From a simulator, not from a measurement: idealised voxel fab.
process module | voxel tone inversion
cross-section cut | 170 nm wide | cells 5 nm
A cross-section is a grid of square cells, given in bands from the top down. A band is one or more rows of cells.
Each band's line starts with the height of the band's top and of its bottom, in nm. Then come its materials from left to right, each with its width in nm. One material with "throughout" fills the band from edge to edge. "air" is empty space.
Height 0 is the level under which the wafer as received is all one material. The lowest band goes on downwards, as in "0 down".
A width such as "30 to 40" changes by the same amount from each row of cells to the next, from the band's top row to its bottom row.
"no change" after a step means that no cell of the cross-section changed.
closed voids: empty space of 8 cells or more with no open way to the top, each as width x height at its distance from the left edge, in nm
after a step's settings: what the simulator itself notes on the step
overlay nm, on a step with a mask: how far to the right of its planned place the mask lay; to the left if negative
plan
1 op RECEIVE | material Si
2 op CONFORMAL_DEP | material SiN | thk nm 5
3 op DIRECTIONAL_DEP | material aC | thk nm 15
4 op PATTERN | tone cover | mask id POSTS | material resist | width nm 20 | pitch nm 40 | thk nm 20 | overlay nm 0
5 op DIRECTIONAL_ETCH | etch materials aC | depth nm 15
6 op STRIP | etch materials resist
7 op FILL_DEP | material SiO2 | thk nm 5
8 op CMP | height nm 20
9 op STRIP | etch materials aC
first wafer, as planned
as received, after step 1
  0 down: Si throughout
  closed voids: none
after step 2
  5 to 0: SiN throughout
  below 0: unchanged
after step 3
  20 to 5: aC throughout
  below 5: unchanged
after step 4
  40 to 20: air 15 | resist 20 | air 20 | resist 20 | air 20 | resist 20 | air 20 | resist 20 | air 15
  below 20: unchanged
after step 5
  25 to 20: air 15 | resist 20 | air 20 | resist 20 | air 20 | resist 20 | air 20 | resist 20 | air 15
  20 to 5: air 15 | aC 20 | air 20 | aC 20 | air 20 | aC 20 | air 20 | aC 20 | air 15
  below 5: unchanged
after step 6
  20 to 5: air 15 | aC 20 | air 20 | aC 20 | air 20 | aC 20 | air 20 | aC 20 | air 15
  below 5: unchanged
after step 7
  25 to 20: SiO2 throughout
  20 to 5: SiO2 15 | aC 20 | SiO2 20 | aC 20 | SiO2 20 | aC 20 | SiO2 20 | aC 20 | SiO2 15
  below 5: unchanged
after step 8
  20 to 5: SiO2 15 | aC 20 | SiO2 20 | aC 20 | SiO2 20 | aC 20 | SiO2 20 | aC 20 | SiO2 15
  below 5: unchanged
after step 9
  20 to 5: SiO2 15 | air 20 | SiO2 20 | air 20 | SiO2 20 | air 20 | SiO2 20 | air 20 | SiO2 15
  below 5: unchanged
second wafer: like start, like plan, one mistake. Through step 8 it matches the first wafer
when step 9 should have ended
  20 to 5: air 15 | aC 20 | air 20 | aC 20 | air 20 | aC 20 | air 20 | aC 20 | air 15
  below 5: unchanged
what went wrong: step 9 ran as: op STRIP | etch materials SiO2
at the end the second wafer has, in cells: 54 fewer of SiO2 | 48 more of aC
